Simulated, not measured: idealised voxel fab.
process module | voxel self aligned vias
cross-section cut | 240 nm wide | cells 5 nm
A cross-section is a grid of square cells, given in bands from the top down. A band is one or more rows of cells.
Each band's line starts with the height of the band's top and of its bottom, in nm. Then come its materials from left to right, each with its width in nm. One material with "throughout" fills the band from edge to edge. "air" is empty space.
Height 0 is the level under which the wafer as received is all one material. The lowest band goes on downwards, as in "0 down".
A width such as "30 to 40" changes by the same amount from each row of cells to the next, from the band's top row to its bottom row.
"no change" after a step means that no cell of the cross-section changed.
closed voids: empty space of 8 cells or more with no open way to the top, each as width x height at its distance from the left edge, in nm
after a step's settings: what the simulator itself notes on the step
overlay nm, on a step with a mask: how far to the right of its planned place the mask lay; to the left if negative
plan
1 op RECEIVE | material Si
2 op CONFORMAL_DEP | material SiO2 | thk nm 15
3 op CONFORMAL_DEP | material SiCN | thk nm 5
4 op DIRECTIONAL_DEP | material lowk | thk nm 25
5 op DIRECTIONAL_DEP | material aC | thk nm 15
6 op PATTERN | tone open | mask id LINES | material resist | width nm 25 | pitch nm 65 | thk nm 35 | overlay nm 0
7 op DIRECTIONAL_ETCH | etch materials aC | depth nm 15
8 op STRIP | etch materials resist
9 op DIRECTIONAL_ETCH | etch materials lowk | depth nm 25
10 op STRIP | etch materials aC
11 op CONFORMAL_DEP | material TiN | thk nm 5
12 op FILL_DEP | material W | thk nm 5
13 op CMP | height nm 45
14 op SELECTIVE_ETCH | etch materials W Ru TiN | depth nm 10
15 op FILL_DEP | material SiN | thk nm 5
16 op CMP | height nm 45
17 op DIRECTIONAL_DEP | material lowk | thk nm 15
18 op MASKED_ETCH | tone open | mask id VIAS | width nm 35 | pitch nm 130 | etch materials lowk | depth nm 15 | overlay nm 0
19 op MASKED_ETCH | tone open | mask id VIAS | width nm 35 | pitch nm 130 | etch materials SiN | depth nm 10 | overlay nm 0
20 op CONFORMAL_DEP | material TiN | thk nm 5
21 op FILL_DEP | material Cu | thk nm 5
22 op CMP | height nm 60
23 op CONFORMAL_DEP | material SiCN | thk nm 5
first wafer, as planned
as received, after step 1
  0 down: Si throughout
  closed voids: none
after step 2
  15 to 0: SiO2 throughout
  below 0: unchanged
after step 3
  20 to 15: SiCN throughout
  below 15: unchanged
after step 4
  45 to 20: lowk throughout
  below 20: unchanged
after step 5
  60 to 45: aC throughout
  below 45: unchanged
after step 6
  95 to 60: resist 40 | air 25 | resist 40 | air 25 | resist 40 | air 25 | resist 45
  below 60: unchanged
after step 7
  80 to 60: resist 40 | air 25 | resist 40 | air 25 | resist 40 | air 25 | resist 45
  60 to 45: aC 40 | air 25 | aC 40 | air 25 | aC 40 | air 25 | aC 45
  below 45: unchanged
after step 8
  60 to 45: aC 40 | air 25 | aC 40 | air 25 | aC 40 | air 25 | aC 45
  below 45: unchanged
after step 9
  60 to 45: aC 40 | air 25 | aC 40 | air 25 | aC 40 | air 25 | aC 45
  45 to 20: lowk 40 | air 25 | lowk 40 | air 25 | lowk 40 | air 25 | lowk 45
  below 20: unchanged
after step 10
  45 to 20: lowk 40 | air 25 | lowk 40 | air 25 | lowk 40 | air 25 | lowk 45
  below 20: unchanged
after step 11
  50 to 45: TiN 45 | air 15 | TiN 50 | air 15 | TiN 50 | air 15 | TiN 50
  45 to 25: lowk 40 | TiN 5 | air 15 | TiN 5 | lowk 40 | TiN 5 | air 15 | TiN 5 | lowk 40 | TiN 5 | air 15 | TiN 5 | lowk 45
  25 to 20: lowk 40 | TiN 25 | lowk 40 | TiN 25 | lowk 40 | TiN 25 | lowk 45
  below 20: unchanged
after step 12
  55 to 50: W throughout
  50 to 45: TiN 45 | W 15 | TiN 50 | W 15 | TiN 50 | W 15 | TiN 50
  45 to 25: lowk 40 | TiN 5 | W 15 | TiN 5 | lowk 40 | TiN 5 | W 15 | TiN 5 | lowk 40 | TiN 5 | W 15 | TiN 5 | lowk 45
  below 25: unchanged
after step 13
  45 to 25: lowk 40 | TiN 5 | W 15 | TiN 5 | lowk 40 | TiN 5 | W 15 | TiN 5 | lowk 40 | TiN 5 | W 15 | TiN 5 | lowk 45
  below 25: unchanged
after step 14
  45 to 35: lowk 40 | air 25 | lowk 40 | air 25 | lowk 40 | air 25 | lowk 45
  below 35: unchanged
after step 15
  50 to 45: SiN throughout
  45 to 35: lowk 40 | SiN 25 | lowk 40 | SiN 25 | lowk 40 | SiN 25 | lowk 45
  below 35: unchanged
after step 16
  45 to 35: lowk 40 | SiN 25 | lowk 40 | SiN 25 | lowk 40 | SiN 25 | lowk 45
  below 35: unchanged
after step 17
  60 to 45: lowk throughout
  below 45: unchanged
after step 18
  60 to 45: lowk 35 | air 35 | lowk 95 | air 35 | lowk 40
  below 45: unchanged
after step 19
  60 to 45: lowk 35 | air 35 | lowk 95 | air 35 | lowk 40
  45 to 35: lowk 40 | air 25 | lowk 40 | SiN 25 | lowk 40 | air 25 | lowk 45
  below 35: unchanged
after step 20
  65 to 60: TiN 40 | air 25 | TiN 105 | air 25 | TiN 45
  60 to 50: lowk 35 | TiN 5 | air 25 | TiN 5 | lowk 95 | TiN 5 | air 25 | TiN 5 | lowk 40
  50 to 45: lowk 35 | TiN 10 | air 15 | TiN 10 | lowk 95 | TiN 10 | air 15 | TiN 10 | lowk 40
  45 to 40: lowk 40 | TiN 5 | air 15 | TiN 5 | lowk 40 | SiN 25 | lowk 40 | TiN 5 | air 15 | TiN 5 | lowk 45
  40 to 35: lowk 40 | TiN 25 | lowk 40 | SiN 25 | lowk 40 | TiN 25 | lowk 45
  below 35: unchanged
after step 21
  70 to 65: Cu throughout
  65 to 60: TiN 40 | Cu 25 | TiN 105 | Cu 25 | TiN 45
  60 to 50: lowk 35 | TiN 5 | Cu 25 | TiN 5 | lowk 95 | TiN 5 | Cu 25 | TiN 5 | lowk 40
  50 to 45: lowk 35 | TiN 10 | Cu 15 | TiN 10 | lowk 95 | TiN 10 | Cu 15 | TiN 10 | lowk 40
  45 to 40: lowk 40 | TiN 5 | Cu 15 | TiN 5 | lowk 40 | SiN 25 | lowk 40 | TiN 5 | Cu 15 | TiN 5 | lowk 45
  below 40: unchanged
after step 22
  60 to 50: lowk 35 | TiN 5 | Cu 25 | TiN 5 | lowk 95 | TiN 5 | Cu 25 | TiN 5 | lowk 40
  below 50: unchanged
after step 23
  65 to 60: SiCN throughout
  below 60: unchanged
second wafer: like start, like plan, one mistake. Through step 5 it matches the first wafer
when step 6 should have ended
  95 to 60: air 40 | resist 25 | air 40 | resist 25 | air 40 | resist 25 | air 45
  below 60: unchanged
when step 7 should have ended
  80 to 60: air 40 | resist 25 | air 40 | resist 25 | air 40 | resist 25 | air 45
  60 to 45: air 40 | aC 25 | air 40 | aC 25 | air 40 | aC 25 | air 45
  below 45: unchanged
when step 8 should have ended
  60 to 45: air 40 | aC 25 | air 40 | aC 25 | air 40 | aC 25 | air 45
  below 45: unchanged
when step 9 should have ended
  60 to 45: air 40 | aC 25 | air 40 | aC 25 | air 40 | aC 25 | air 45
  45 to 20: air 40 | lowk 25 | air 40 | lowk 25 | air 40 | lowk 25 | air 45
  below 20: unchanged
when step 10 should have ended
  45 to 20: air 40 | lowk 25 | air 40 | lowk 25 | air 40 | lowk 25 | air 45
  below 20: unchanged
when step 11 should have ended
  50 to 45: air 35 | TiN 35 | air 30 | TiN 35 | air 30 | TiN 35 | air 40
  45 to 25: air 35 | TiN 5 | lowk 25 | TiN 5 | air 30 | TiN 5 | lowk 25 | TiN 5 | air 30 | TiN 5 | lowk 25 | TiN 5 | air 40
  25 to 20: TiN 40 | lowk 25 | TiN 40 | lowk 25 | TiN 40 | lowk 25 | TiN 45
  below 20: unchanged
when step 12 should have ended
  55 to 50: W throughout
  50 to 45: W 35 | TiN 35 | W 30 | TiN 35 | W 30 | TiN 35 | W 40
  45 to 25: W 35 | TiN 5 | lowk 25 | TiN 5 | W 30 | TiN 5 | lowk 25 | TiN 5 | W 30 | TiN 5 | lowk 25 | TiN 5 | W 40
  below 25: unchanged
when step 13 should have ended
  45 to 25: W 35 | TiN 5 | lowk 25 | TiN 5 | W 30 | TiN 5 | lowk 25 | TiN 5 | W 30 | TiN 5 | lowk 25 | TiN 5 | W 40
  below 25: unchanged
when step 14 should have ended
  45 to 35: air 40 | lowk 25 | air 40 | lowk 25 | air 40 | lowk 25 | air 45
  below 35: unchanged
when step 15 should have ended
  50 to 45: SiN throughout
  45 to 35: SiN 40 | lowk 25 | SiN 40 | lowk 25 | SiN 40 | lowk 25 | SiN 45
  below 35: unchanged
when step 16 should have ended
  45 to 35: SiN 40 | lowk 25 | SiN 40 | lowk 25 | SiN 40 | lowk 25 | SiN 45
  below 35: unchanged
when step 17 should have ended
  60 to 45: lowk throughout
  below 45: unchanged
when step 18 should have ended
  60 to 45: lowk 35 | air 35 | lowk 95 | air 35 | lowk 40
  below 45: unchanged
when step 19 should have ended
  60 to 45: lowk 35 | air 35 | lowk 95 | air 35 | lowk 40
  45 to 35: SiN 35 | air 5 | lowk 25 | air 5 | SiN 35 | lowk 25 | SiN 35 | air 5 | lowk 25 | air 5 | SiN 40
  below 35: unchanged
when step 20 should have ended
  65 to 60: TiN 40 | air 25 | TiN 105 | air 25 | TiN 45
  60 to 50: lowk 35 | TiN 5 | air 25 | TiN 5 | lowk 95 | TiN 5 | air 25 | TiN 5 | lowk 40
  50 to 45: lowk 35 | TiN 35 | lowk 95 | TiN 35 | lowk 40
  45 to 35: SiN 35 | TiN 5 | lowk 25 | TiN 5 | SiN 35 | lowk 25 | SiN 35 | TiN 5 | lowk 25 | TiN 5 | SiN 40
  below 35: unchanged
when step 21 should have ended
  70 to 65: Cu throughout
  65 to 60: TiN 40 | Cu 25 | TiN 105 | Cu 25 | TiN 45
  60 to 50: lowk 35 | TiN 5 | Cu 25 | TiN 5 | lowk 95 | TiN 5 | Cu 25 | TiN 5 | lowk 40
  below 50: unchanged
when step 22 should have ended
  60 to 50: lowk 35 | TiN 5 | Cu 25 | TiN 5 | lowk 95 | TiN 5 | Cu 25 | TiN 5 | lowk 40
  below 50: unchanged
when step 23 should have ended
  65 to 60: SiCN throughout
  below 60: unchanged
what went wrong: step 6 ran as: op PATTERN | tone cover | mask id LINES | material resist | width nm 25 | pitch nm 65 | thk nm 35 | overlay nm 0
at the end the second wafer has, in cells: 12 fewer of Cu | 48 more of SiN | 18 more of TiN | 36 more of W | 90 fewer of lowk
